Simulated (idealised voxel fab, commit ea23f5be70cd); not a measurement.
process module | voxel gate over fins
cross-section cut | 195 nm wide | cells 5 nm
A cross-section is a grid of square cells, given in bands from the top down. A band is one or more rows of cells.
Each band's line starts with the height of the band's top and of its bottom, in nm. Then come its materials from left to right, each with its width in nm. One material with "throughout" fills the band from edge to edge. "air" is empty space.
Height 0 is the level under which the wafer as received is all one material. The lowest band goes on downwards, as in "0 down".
A width such as "30 to 40" changes by the same amount from each row of cells to the next, from the band's top row to its bottom row.
"no change" after a step means that no cell of the cross-section changed.
closed voids: empty space of 8 cells or more with no open way to the top, each as width x height at its distance from the left edge, in nm
after a step's settings: what the simulator itself notes on the step
overlay nm, on a step with a mask: how far to the right of its planned place the mask lay; to the left if negative
plan
1 op RECEIVE | material Si
2 op CONFORMAL_DEP | material SiN | thk nm 5
3 op DIRECTIONAL_DEP | material aC | thk nm 15
4 op PATTERN | tone cover | mask id FINS | material resist | width nm 15 | pitch nm 50 | thk nm 35 | overlay nm 0
5 op DIRECTIONAL_ETCH | etch materials aC | depth nm 15
6 op STRIP | etch materials resist
7 op DIRECTIONAL_ETCH | etch materials SiN | depth nm 5
8 op DIRECTIONAL_ETCH | etch materials Si | depth nm 40
9 op STRIP | etch materials aC
10 op FILL_DEP | material SiO2 | thk nm 15
11 op CMP | height nm 5
12 op DIRECTIONAL_DEP | material aC | thk nm 15
13 op PATTERN | tone open | mask id RAIL | material resist | width nm 15 | thk nm 30 | overlay nm 0
14 op DIRECTIONAL_ETCH | etch materials aC | depth nm 15
15 op STRIP | etch materials resist
16 op DIRECTIONAL_ETCH | etch materials SiO2 | depth nm 40
17 op STRIP | etch materials aC
18 op CONFORMAL_DEP | material TiN | thk nm 5
19 op FILL_DEP | material W | thk nm 5
20 op CMP | height nm 5
21 op SELECTIVE_ETCH | etch materials W Ru TiN | depth nm 25
22 op FILL_DEP | material SiO2 | thk nm 5
23 op CMP | height nm 5
24 op SELECTIVE_ETCH | etch materials SiO2 | depth nm 15
25 op STRIP | etch materials SiN
26 op CONFORMAL_DEP | material HfO2 | thk nm 5
27 op CONFORMAL_DEP | material TiN | thk nm 5
28 op CONFORMAL_DEP | material TiAl | thk nm 5
29 op CONFORMAL_DEP | material TiN | thk nm 5
30 op FILL_DEP | material W | thk nm 10
31 op CMP | height nm 25
32 op CONFORMAL_DEP | material SiN | thk nm 10
as received, after step 1
  0 down: Si throughout
  closed voids: none
first wafer at the end, as planned
  35 to 25: SiN throughout
  25 to 20: W throughout
  20 to 15: W 45 | TiN 105 | W 45
  15 to 10: W 45 | TiN 5 | TiAl 45 | TiN 5 | TiAl 45 | TiN 5 | W 45
  10 to 5: TiN 50 | TiAl 5 | TiN 35 | TiAl 5 | TiN 5 | TiAl 5 | TiN 35 | TiAl 5 | TiN 50
  5 to 0: TiAl 55 | TiN 5 | HfO2 25 | TiN 5 | TiAl 15 | TiN 5 | HfO2 25 | TiN 5 | TiAl 55
  0 to -5: TiN 60 | HfO2 5 | Si 15 | HfO2 5 | TiN 25 | HfO2 5 | Si 15 | HfO2 5 | TiN 60
  -5 to -10: HfO2 65 | Si 15 | HfO2 35 | Si 15 | HfO2 65
  -10 to -20: SiO2 65 | Si 15 | SiO2 35 | Si 15 | SiO2 65
  -20 to -30: SiO2 65 | Si 15 | SiO2 10 | TiN 5 | W 5 | TiN 5 | SiO2 10 | Si 15 | SiO2 65
  -30 to -35: SiO2 65 | Si 15 | SiO2 10 | TiN 15 | SiO2 10 | Si 15 | SiO2 65
  -35 to -40: SiO2 65 | Si 15 | SiO2 35 | Si 15 | SiO2 65
  -40 down: Si throughout
  closed voids: none
second wafer at the end: like start, like plan, one mistake
  35 to 25: SiN throughout
  25 to 20: W throughout
  20 to 15: W 45 | TiN 105 | W 45
  15 to 10: W 45 | TiN 5 | TiAl 45 | TiN 5 | TiAl 45 | TiN 5 | W 45
  10 to 5: TiN 50 | TiAl 5 | HfO2 35 | TiAl 5 | TiN 5 | TiAl 5 | HfO2 35 | TiAl 5 | TiN 50
  5 to 0: TiAl 55 | HfO2 5 | TiN 25 | HfO2 5 | TiAl 15 | HfO2 5 | TiN 25 | HfO2 5 | TiAl 55
  0 to -5: HfO2 60 | TiN 5 | Si 15 | TiN 5 | HfO2 25 | TiN 5 | Si 15 | TiN 5 | HfO2 60
  -5 to -10: TiN 65 | Si 15 | TiN 35 | Si 15 | TiN 65
  -10 to -20: SiO2 65 | Si 15 | SiO2 35 | Si 15 | SiO2 65
  -20 to -30: SiO2 65 | Si 15 | SiO2 10 | TiN 5 | W 5 | TiN 5 | SiO2 10 | Si 15 | SiO2 65
  -30 to -35: SiO2 65 | Si 15 | SiO2 10 | TiN 15 | SiO2 10 | Si 15 | SiO2 65
  -35 to -40: SiO2 65 | Si 15 | SiO2 35 | Si 15 | SiO2 65
  -40 down: Si throughout
  closed voids: none
what went wrong: steps 26 and 27 were swapped
at the end the second wafer has, in cells: as many of each material as the first, in other places
